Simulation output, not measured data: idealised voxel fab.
The following process module bears the name voxel transistor to metal.
In the cross-section labelled cut, the width is 215 nm and each square cell is 5 nm.
Format of a cross-section: grid, square cells. Given as bands. Order: top down. Band: one or more rows of cells.
Read a band's entry like this: the first values are the height of its top and the height of its bottom in nm, and what follows is the sequence of materials from left to right, each with its width in nm. Note that "blank" is empty space, and that a single material marked "everywhere" reaches across the band from edge to edge.
Basically, 0 is our baseline, since under it the wafer straight out of the box is all one material. The bottom band has no lower end and keeps on going down, so it looks like "0 and below".
Width: "30..40" (first number = top row, second number = bottom row, same change from row to row of cells).
Where a step carries "identical to before", the cross-section came out of it unchanged, cell for cell.
In the "Closed void entries" entry, you get each enclosed empty space of 8 cells or more, one with no open way to the top, written width x height at distance, distance from the left edge, in nm.
Text after the settings on a step's line: the simulator's own remark on that step.
The setting "overlay nm" may be written on the line of a step. When the step uses a mask, the value reports how far to the right of the planned place the mask lay, and a negative value reports that it lay to the left.

Plan
1,op RECEIVE | material Si
2,op OXIDIZE | depth nm 5
3,op CONFORMAL_DEP | material SiN | thk nm 10
4,op DIRECTIONAL_DEP | material aC | thk nm 15
5,op PATTERN | tone cover | mask id ACTIVE | material resist | width nm 115 | thk nm 35 | overlay nm 0
6,op DIRECTIONAL_ETCH | etch materials aC | depth nm 15
7,op STRIP | etch materials resist
8,op DIRECTIONAL_ETCH | etch materials SiN | depth nm 10
9,op DIRECTIONAL_ETCH | etch materials SiO2 | depth nm 5
10,op DIRECTIONAL_ETCH | etch materials Si | depth nm 25
11,op STRIP | etch materials aC
12,op FILL_DEP | material SiO2 | thk nm 15
13,op CMP | height nm 10
14,op SELECTIVE_ETCH | etch materials SiO2 | depth nm 5
15,op STRIP | etch materials SiN
16,op SELECTIVE_ETCH | etch materials SiO2 | depth nm 5
17,op OXIDIZE | depth nm 5
18,op DIRECTIONAL_DEP | material polySi | thk nm 20
19,op DIRECTIONAL_DEP | material SiCN | thk nm 15
20,op MASKED_ETCH | tone cover | mask id GATE | width nm 25 | etch materials SiCN | depth nm 25 | overlay nm 0
21,op MASKED_ETCH | tone cover | mask id GATE | width nm 25 | etch materials polySi | depth nm 30 | overlay nm 0
22,op CONFORMAL_DEP | material SiO2 | thk nm 5
23,op DIRECTIONAL_ETCH | etch materials SiO2 | depth nm 5
24,op CONFORMAL_DEP | material SiN | thk nm 5
25,op DIRECTIONAL_ETCH | etch materials SiN | depth nm 5
26,op DIRECTIONAL_ETCH | etch materials SiO2 | depth nm 5
27,op DIRECTIONAL_ETCH | etch materials Si | depth nm 15
28,op EPI | material nSi | thk nm 15
29,op FILL_DEP | material SiO2 | thk nm 5
30,op CMP | height nm 30
31,op DIRECTIONAL_DEP | material SiO2 | thk nm 15
32,op PATTERN | tone open | mask id CONTACT | material resist | width nm 20 | pitch nm 75 | thk nm 15 | overlay nm 0
33,op DIRECTIONAL_ETCH | etch materials SiO2 | depth nm 40
34,op STRIP | etch materials resist
35,op CONFORMAL_DEP | material TiN | thk nm 5
36,op FILL_DEP | material Ru | thk nm 10
37,op CMP | height nm 45
38,op DIRECTIONAL_DEP | material TiN | thk nm 5
39,op DIRECTIONAL_DEP | material Ru | thk nm 15
40,op DIRECTIONAL_DEP | material aC | thk nm 10
41,op PATTERN | tone cover | mask id METAL_1 | material resist | width nm 20 | pitch nm 75 | thk nm 25 | overlay nm 0
42,op DIRECTIONAL_ETCH | etch materials aC | depth nm 10
43,op STRIP | etch materials resist
44,op DIRECTIONAL_ETCH | etch materials Ru | depth nm 15
45,op DIRECTIONAL_ETCH | etch materials TiN | depth nm 5
46,op STRIP | etch materials aC
47,op FILL_DEP | material lowk | thk nm 10
48,op CMP | height nm 65
49,op CONFORMAL_DEP | material SiN | thk nm 5

The first of the two wafers, which ran as planned

Cross-section: wafer on arrival = after step 1
	0 and below: Si everywhere
	Closed void entries: none

Step 2 complete: cross-section through the wafer
	0 down to -5: SiO2 everywhere
	below -5: unchanged

Step 3 complete: cross-section through the wafer
	10 down to 0: SiN everywhere
	below 0: unchanged

Step 4 complete: cross-section through the wafer
	25 down to 10: aC everywhere
	below 10: unchanged

Step 5 complete: cross-section through the wafer
	60 down to 25: 50 of blank | 115 of resist | 50 of blank
	below 25: unchanged

Step 6 complete: cross-section through the wafer
	45 down to 25: 50 of blank | 115 of resist | 50 of blank
	25 down to 10: 50 of blank | 115 of aC | 50 of blank
	below 10: unchanged

Step 7 complete: cross-section through the wafer
	25 down to 10: 50 of blank | 115 of aC | 50 of blank
	below 10: unchanged

Step 8 complete: cross-section through the wafer
	25 down to 10: 50 of blank | 115 of aC | 50 of blank
	10 down to 0: 50 of blank | 115 of SiN | 50 of blank
	below 0: unchanged

Step 9 complete: cross-section through the wafer
	25 down to 10: 50 of blank | 115 of aC | 50 of blank
	10 down to 0: 50 of blank | 115 of SiN | 50 of blank
	0 down to -5: 50 of blank | 115 of SiO2 | 50 of blank
	below -5: unchanged

Step 10 complete: cross-section through the wafer
	25 down to 10: 50 of blank | 115 of aC | 50 of blank
	10 down to 0: 50 of blank | 115 of SiN | 50 of blank
	0 down to -5: 50 of blank | 115 of SiO2 | 50 of blank
	-5 down to -30: 50 of blank | 115 of Si | 50 of blank
	below -30: unchanged

Step 11 complete: cross-section through the wafer
	10 down to 0: 50 of blank | 115 of SiN | 50 of blank
	below 0: unchanged

Step 12 complete: cross-section through the wafer
	25 down to 10: SiO2 everywhere
	10 down to 0: 50 of SiO2 | 115 of SiN | 50 of SiO2
	0 down to -5: SiO2 everywhere
	-5 down to -30: 50 of SiO2 | 115 of Si | 50 of SiO2
	below -30: unchanged

Step 13 complete: cross-section through the wafer
	10 down to 0: 50 of SiO2 | 115 of SiN | 50 of SiO2
	below 0: unchanged

Step 14 complete: cross-section through the wafer
	10 down to 5: 50 of blank | 115 of SiN | 50 of blank
	below 5: unchanged

Step 15 complete: cross-section through the wafer
	5 down to 0: 50 of SiO2 | 115 of blank | 50 of SiO2
	below 0: unchanged

Step 16 complete: cross-section through the wafer
	0 down to -5: 45 of SiO2 | 125 of blank | 45 of SiO2
	below -5: unchanged

Step 17 complete: cross-section through the wafer
	0 down to -5: 45 of SiO2 | 125 of blank | 45 of SiO2
	-5 down to -10: SiO2 everywhere
	below -10: unchanged

Step 18 complete: cross-section through the wafer
	20 down to 15: 45 of polySi | 125 of blank | 45 of polySi
	15 down to 0: polySi everywhere
	0 down to -5: 45 of SiO2 | 125 of polySi | 45 of SiO2
	below -5: unchanged

Step 19 complete: cross-section through the wafer
	35 down to 30: 45 of SiCN | 125 of blank | 45 of SiCN
	30 down to 20: SiCN everywhere
	20 down to 15: 45 of polySi | 125 of SiCN | 45 of polySi
	below 15: unchanged

Step 20 complete: cross-section through the wafer
	30 down to 20: 95 of blank | 25 of SiCN | 95 of blank
	20 down to 15: 45 of polySi | 50 of blank | 25 of SiCN | 50 of blank | 45 of polySi
	below 15: unchanged

Step 21 complete: cross-section through the wafer
	30 down to 15: 95 of blank | 25 of SiCN | 95 of blank
	15 down to 0: 95 of blank | 25 of polySi | 95 of blank
	0 down to -5: 45 of SiO2 | 50 of blank | 25 of polySi | 50 of blank | 45 of SiO2
	below -5: unchanged

Step 22 complete: cross-section through the wafer
	35 down to 30: 90 of blank | 35 of SiO2 | 90 of blank
	30 down to 15: 90 of blank | 5 of SiO2 | 25 of SiCN | 5 of SiO2 | 90 of blank
	15 down to 5: 90 of blank | 5 of SiO2 | 25 of polySi | 5 of SiO2 | 90 of blank
	5 down to 0: 50 of SiO2 | 40 of blank | 5 of SiO2 | 25 of polySi | 5 of SiO2 | 40 of blank | 50 of SiO2
	0 down to -5: 95 of SiO2 | 25 of polySi | 95 of SiO2
	below -5: unchanged

Step 23 complete: cross-section through the wafer
	30 down to 15: 90 of blank | 5 of SiO2 | 25 of SiCN | 5 of SiO2 | 90 of blank
	15 down to 0: 90 of blank | 5 of SiO2 | 25 of polySi | 5 of SiO2 | 90 of blank
	0 down to -5: 50 of SiO2 | 40 of blank | 5 of SiO2 | 25 of polySi | 5 of SiO2 | 40 of blank | 50 of SiO2
	below -5: unchanged

Step 24 complete: cross-section through the wafer
	35 down to 30: 85 of blank | 45 of SiN | 85 of blank
	30 down to 15: 85 of blank | 5 of SiN | 5 of SiO2 | 25 of SiCN | 5 of SiO2 | 5 of SiN | 85 of blank
	15 down to 5: 85 of blank | 5 of SiN | 5 of SiO2 | 25 of polySi | 5 of SiO2 | 5 of SiN | 85 of blank
	5 down to 0: 55 of SiN | 30 of blank | 5 of SiN | 5 of SiO2 | 25 of polySi | 5 of SiO2 | 5 of SiN | 30 of blank | 55 of SiN
	0 down to -5: 50 of SiO2 | 40 of SiN | 5 of SiO2 | 25 of polySi | 5 of SiO2 | 40 of SiN | 50 of SiO2
	below -5: unchanged

Step 25 complete: cross-section through the wafer
	30 down to 15: 85 of blank | 5 of SiN | 5 of SiO2 | 25 of SiCN | 5 of SiO2 | 5 of SiN | 85 of blank
	15 down to 0: 85 of blank | 5 of SiN | 5 of SiO2 | 25 of polySi | 5 of SiO2 | 5 of SiN | 85 of blank
	0 down to -5: 50 of SiO2 | 5 of SiN | 30 of blank | 5 of SiN | 5 of SiO2 | 25 of polySi | 5 of SiO2 | 5 of SiN | 30 of blank | 5 of SiN | 50 of SiO2
	below -5: unchanged

Step 26 complete: cross-section through the wafer
	30 down to 25: 85 of blank | 5 of SiN | 5 of blank | 25 of SiCN | 5 of blank | 5 of SiN | 85 of blank
	25 down to 15: 85 of blank | 5 of SiN | 5 of SiO2 | 25 of SiCN | 5 of SiO2 | 5 of SiN | 85 of blank
	15 down to 0: 85 of blank | 5 of SiN | 5 of SiO2 | 25 of polySi | 5 of SiO2 | 5 of SiN | 85 of blank
	0 down to -5: 50 of blank | 5 of SiN | 30 of blank | 5 of SiN | 5 of SiO2 | 25 of polySi | 5 of SiO2 | 5 of SiN | 30 of blank | 5 of SiN | 50 of blank
	-5 down to -10: 55 of SiO2 | 30 of blank | 45 of SiO2 | 30 of blank | 55 of SiO2
	below -10: unchanged

Step 27 complete: cross-section through the wafer
	30 down to 25: 85 of blank | 5 of SiN | 5 of blank | 25 of SiCN | 5 of blank | 5 of SiN | 85 of blank
	25 down to 15: 85 of blank | 5 of SiN | 5 of SiO2 | 25 of SiCN | 5 of SiO2 | 5 of SiN | 85 of blank
	15 down to 0: 85 of blank | 5 of SiN | 5 of SiO2 | 25 of polySi | 5 of SiO2 | 5 of SiN | 85 of blank
	0 down to -5: 50 of blank | 5 of SiN | 30 of blank | 5 of SiN | 5 of SiO2 | 25 of polySi | 5 of SiO2 | 5 of SiN | 30 of blank | 5 of SiN | 50 of blank
	-5 down to -10: 55 of SiO2 | 30 of blank | 45 of SiO2 | 30 of blank | 55 of SiO2
	-10 down to -25: 50 of SiO2 | 5 of Si | 30 of blank | 45 of Si | 30 of blank | 5 of Si | 50 of SiO2
	below -25: unchanged

Step 28 complete: cross-section through the wafer
	30 down to 25: 85 of blank | 5 of SiN | 5 of blank | 25 of SiCN | 5 of blank | 5 of SiN | 85 of blank
	25 down to 15: 85 of blank | 5 of SiN | 5 of SiO2 | 25 of SiCN | 5 of SiO2 | 5 of SiN | 85 of blank
	15 down to 5: 85 of blank | 5 of SiN | 5 of SiO2 | 25 of polySi | 5 of SiO2 | 5 of SiN | 85 of blank
	5 down to 0: 50 of blank | 35 of nSi | 5 of SiN | 5 of SiO2 | 25 of polySi | 5 of SiO2 | 5 of SiN | 35 of nSi | 50 of blank
	0 down to -5: 50 of blank | 5 of SiN | 30 of nSi | 5 of SiN | 5 of SiO2 | 25 of polySi | 5 of SiO2 | 5 of SiN | 30 of nSi | 5 of SiN | 50 of blank
	-5 down to -10: 55 of SiO2 | 30 of nSi | 45 of SiO2 | 30 of nSi | 55 of SiO2
	-10 down to -25: 50 of SiO2 | 5 of Si | 30 of nSi | 45 of Si | 30 of nSi | 5 of Si | 50 of SiO2
	below -25: unchanged

Step 29 complete: cross-section through the wafer
	35 down to 30: SiO2 everywhere
	30 down to 15: 85 of SiO2 | 5 of SiN | 5 of SiO2 | 25 of SiCN | 5 of SiO2 | 5 of SiN | 85 of SiO2
	15 down to 5: 85 of SiO2 | 5 of SiN | 5 of SiO2 | 25 of polySi | 5 of SiO2 | 5 of SiN | 85 of SiO2
	5 down to 0: 50 of SiO2 | 35 of nSi | 5 of SiN | 5 of SiO2 | 25 of polySi | 5 of SiO2 | 5 of SiN | 35 of nSi | 50 of SiO2
	0 down to -5: 50 of SiO2 | 5 of SiN | 30 of nSi | 5 of SiN | 5 of SiO2 | 25 of polySi | 5 of SiO2 | 5 of SiN | 30 of nSi | 5 of SiN | 50 of SiO2
	below -5: unchanged

Step 30 complete: cross-section through the wafer
	30 down to 15: 85 of SiO2 | 5 of SiN | 5 of SiO2 | 25 of SiCN | 5 of SiO2 | 5 of SiN | 85 of SiO2
	below 15: unchanged

Step 31 complete: cross-section through the wafer
	45 down to 30: SiO2 everywhere
	below 30: unchanged

Step 32 complete: cross-section through the wafer
	60 down to 45: 60 of resist | 20 of blank | 55 of resist | 20 of blank | 60 of resist
	below 45: unchanged

Step 33 complete: cross-section through the wafer
	60 down to 45: 60 of resist | 20 of blank | 55 of resist | 20 of blank | 60 of resist
	45 down to 30: 60 of SiO2 | 20 of blank | 55 of SiO2 | 20 of blank | 60 of SiO2
	30 down to 15: 60 of SiO2 | 20 of blank | 5 of SiO2 | 5 of SiN | 5 of SiO2 | 25 of SiCN | 5 of SiO2 | 5 of SiN | 5 of SiO2 | 20 of blank | 60 of SiO2
	15 down to 5: 60 of SiO2 | 20 of blank | 5 of SiO2 | 5 of SiN | 5 of SiO2 | 25 of polySi | 5 of SiO2 | 5 of SiN | 5 of SiO2 | 20 of blank | 60 of SiO2
	below 5: unchanged

Step 34 complete: cross-section through the wafer
	45 down to 30: 60 of SiO2 | 20 of blank | 55 of SiO2 | 20 of blank | 60 of SiO2
	below 30: unchanged

Step 35 complete: cross-section through the wafer
	50 down to 45: 65 of TiN | 10 of blank | 65 of TiN | 10 of blank | 65 of TiN
	45 down to 30: 60 of SiO2 | 5 of TiN | 10 of blank | 5 of TiN | 55 of SiO2 | 5 of TiN | 10 of blank | 5 of TiN | 60 of SiO2
	30 down to 15: 60 of SiO2 | 5 of TiN | 10 of blank | 5 of TiN | 5 of SiO2 | 5 of SiN | 5 of SiO2 | 25 of SiCN | 5 of SiO2 | 5 of SiN | 5 of SiO2 | 5 of TiN | 10 of blank | 5 of TiN | 60 of SiO2
	15 down to 10: 60 of SiO2 | 5 of TiN | 10 of blank | 5 of TiN | 5 of SiO2 | 5 of SiN | 5 of SiO2 | 25 of polySi | 5 of SiO2 | 5 of SiN | 5 of SiO2 | 5 of TiN | 10 of blank | 5 of TiN | 60 of SiO2
	10 down to 5: 60 of SiO2 | 20 of TiN | 5 of SiO2 | 5 of SiN | 5 of SiO2 | 25 of polySi | 5 of SiO2 | 5 of SiN | 5 of SiO2 | 20 of TiN | 60 of SiO2
	below 5: unchanged

Step 36 complete: cross-section through the wafer
	60 down to 50: Ru everywhere
	50 down to 45: 65 of TiN | 10 of Ru | 65 of TiN | 10 of Ru | 65 of TiN
	45 down to 30: 60 of SiO2 | 5 of TiN | 10 of Ru | 5 of TiN | 55 of SiO2 | 5 of TiN | 10 of Ru | 5 of TiN | 60 of SiO2
	30 down to 15: 60 of SiO2 | 5 of TiN | 10 of Ru | 5 of TiN | 5 of SiO2 | 5 of SiN | 5 of SiO2 | 25 of SiCN | 5 of SiO2 | 5 of SiN | 5 of SiO2 | 5 of TiN | 10 of Ru | 5 of TiN | 60 of SiO2
	15 down to 10: 60 of SiO2 | 5 of TiN | 10 of Ru | 5 of TiN | 5 of SiO2 | 5 of SiN | 5 of SiO2 | 25 of polySi | 5 of SiO2 | 5 of SiN | 5 of SiO2 | 5 of TiN | 10 of Ru | 5 of TiN | 60 of SiO2
	below 10: unchanged

Step 37 complete: cross-section through the wafer
	45 down to 30: 60 of SiO2 | 5 of TiN | 10 of Ru | 5 of TiN | 55 of SiO2 | 5 of TiN | 10 of Ru | 5 of TiN | 60 of SiO2
	below 30: unchanged

Step 38 complete: cross-section through the wafer
	50 down to 45: TiN everywhere
	below 45: unchanged

Step 39 complete: cross-section through the wafer
	65 down to 50: Ru everywhere
	below 50: unchanged

Step 40 complete: cross-section through the wafer
	75 down to 65: aC everywhere
	below 65: unchanged

Step 41 complete: cross-section through the wafer
	100 down to 75: 60 of blank | 20 of resist | 55 of blank | 20 of resist | 60 of blank
	below 75: unchanged

Step 42 complete: cross-section through the wafer
	90 down to 75: 60 of blank | 20 of resist | 55 of blank | 20 of resist | 60 of blank
	75 down to 65: 60 of blank | 20 of aC | 55 of blank | 20 of aC | 60 of blank
	below 65: unchanged

Step 43 complete: cross-section through the wafer
	75 down to 65: 60 of blank | 20 of aC | 55 of blank | 20 of aC | 60 of blank
	below 65: unchanged

Step 44 complete: cross-section through the wafer
	75 down to 65: 60 of blank | 20 of aC | 55 of blank | 20 of aC | 60 of blank
	65 down to 50: 60 of blank | 20 of Ru | 55 of blank | 20 of Ru | 60 of blank
	below 50: unchanged

Step 45 complete: cross-section through the wafer
	75 down to 65: 60 of blank | 20 of aC | 55 of blank | 20 of aC | 60 of blank
	65 down to 50: 60 of blank | 20 of Ru | 55 of blank | 20 of Ru | 60 of blank
	50 down to 45: 60 of blank | 20 of TiN | 55 of blank | 20 of TiN | 60 of blank
	below 45: unchanged

Step 46 complete: cross-section through the wafer
	65 down to 50: 60 of blank | 20 of Ru | 55 of blank | 20 of Ru | 60 of blank
	below 50: unchanged

Step 47 complete: cross-section through the wafer
	75 down to 65: lowk everywhere
	65 down to 50: 60 of lowk | 20 of Ru | 55 of lowk | 20 of Ru | 60 of lowk
	50 down to 45: 60 of lowk | 20 of TiN | 55 of lowk | 20 of TiN | 60 of lowk
	below 45: unchanged

Step 48 complete: cross-section through the wafer
	65 down to 50: 60 of lowk | 20 of Ru | 55 of lowk | 20 of Ru | 60 of lowk
	below 50: unchanged

Step 49 complete: cross-section through the wafer
	70 down to 65: SiN everywhere
	below 65: unchanged

It is to be noted that the second wafer proceeded from the same initial state and according to the same plan as the first, although one mistake was committed in its execution; through step 35, inclusive, the two wafers share an identical history

What the second wafer looks like in cross-section when step 36 should have wrapped up
	60 down to 50: SiN everywhere
	50 down to 45: 65 of TiN | 10 of SiN | 65 of TiN | 10 of SiN | 65 of TiN
	45 down to 30: 60 of SiO2 | 5 of TiN | 10 of SiN | 5 of TiN | 55 of SiO2 | 5 of TiN | 10 of SiN | 5 of TiN | 60 of SiO2
	30 down to 15: 60 of SiO2 | 5 of TiN | 10 of SiN | 5 of TiN | 5 of SiO2 | 5 of SiN | 5 of SiO2 | 25 of SiCN | 5 of SiO2 | 5 of SiN | 5 of SiO2 | 5 of TiN | 10 of SiN | 5 of TiN | 60 of SiO2
	15 down to 10: 60 of SiO2 | 5 of TiN | 10 of SiN | 5 of TiN | 5 of SiO2 | 5 of SiN | 5 of SiO2 | 25 of polySi | 5 of SiO2 | 5 of SiN | 5 of SiO2 | 5 of TiN | 10 of SiN | 5 of TiN | 60 of SiO2
	below 10: unchanged

What the second wafer looks like in cross-section when step 37 should have wrapped up
	45 down to 30: 60 of SiO2 | 5 of TiN | 10 of SiN | 5 of TiN | 55 of SiO2 | 5 of TiN | 10 of SiN | 5 of TiN | 60 of SiO2
	below 30: unchanged

What the second wafer looks like in cross-section when step 38 should have wrapped up
	50 down to 45: TiN everywhere
	below 45: unchanged

What the second wafer looks like in cross-section when step 39 should have wrapped up
	65 down to 50: Ru everywhere
	below 50: unchanged

What the second wafer looks like in cross-section when step 40 should have wrapped up
	75 down to 65: aC everywhere
	below 65: unchanged

What the second wafer looks like in cross-section when step 41 should have wrapped up
	100 down to 75: 60 of blank | 20 of resist | 55 of blank | 20 of resist | 60 of blank
	below 75: unchanged

What the second wafer looks like in cross-section when step 42 should have wrapped up
	90 down to 75: 60 of blank | 20 of resist | 55 of blank | 20 of resist | 60 of blank
	75 down to 65: 60 of blank | 20 of aC | 55 of blank | 20 of aC | 60 of blank
	below 65: unchanged

What the second wafer looks like in cross-section when step 43 should have wrapped up
	75 down to 65: 60 of blank | 20 of aC | 55 of blank | 20 of aC | 60 of blank
	below 65: unchanged

What the second wafer looks like in cross-section when step 44 should have wrapped up
	75 down to 65: 60 of blank | 20 of aC | 55 of blank | 20 of aC | 60 of blank
	65 down to 50: 60 of blank | 20 of Ru | 55 of blank | 20 of Ru | 60 of blank
	below 50: unchanged

What the second wafer looks like in cross-section when step 45 should have wrapped up
	75 down to 65: 60 of blank | 20 of aC | 55 of blank | 20 of aC | 60 of blank
	65 down to 50: 60 of blank | 20 of Ru | 55 of blank | 20 of Ru | 60 of blank
	50 down to 45: 60 of blank | 20 of TiN | 55 of blank | 20 of TiN | 60 of blank
	below 45: unchanged

What the second wafer looks like in cross-section when step 46 should have wrapped up
	65 down to 50: 60 of blank | 20 of Ru | 55 of blank | 20 of Ru | 60 of blank
	below 50: unchanged

What the second wafer looks like in cross-section when step 47 should have wrapped up
	75 down to 65: lowk everywhere
	65 down to 50: 60 of lowk | 20 of Ru | 55 of lowk | 20 of Ru | 60 of lowk
	50 down to 45: 60 of lowk | 20 of TiN | 55 of lowk | 20 of TiN | 60 of lowk
	below 45: unchanged

What the second wafer looks like in cross-section when step 48 should have wrapped up
	65 down to 50: 60 of lowk | 20 of Ru | 55 of lowk | 20 of Ru | 60 of lowk
	below 50: unchanged

What the second wafer looks like in cross-section when step 49 should have wrapped up
	70 down to 65: SiN everywhere
	below 65: unchanged
Short version of what went wrong: step 36 went in with a setting other than planned; the actual run was op FILL_DEP | material SiN | thk nm 10
The closing comparison, in cells, has the second wafer with more or fewer of some materials than the first: 28 fewer of Ru, 28 more of SiN
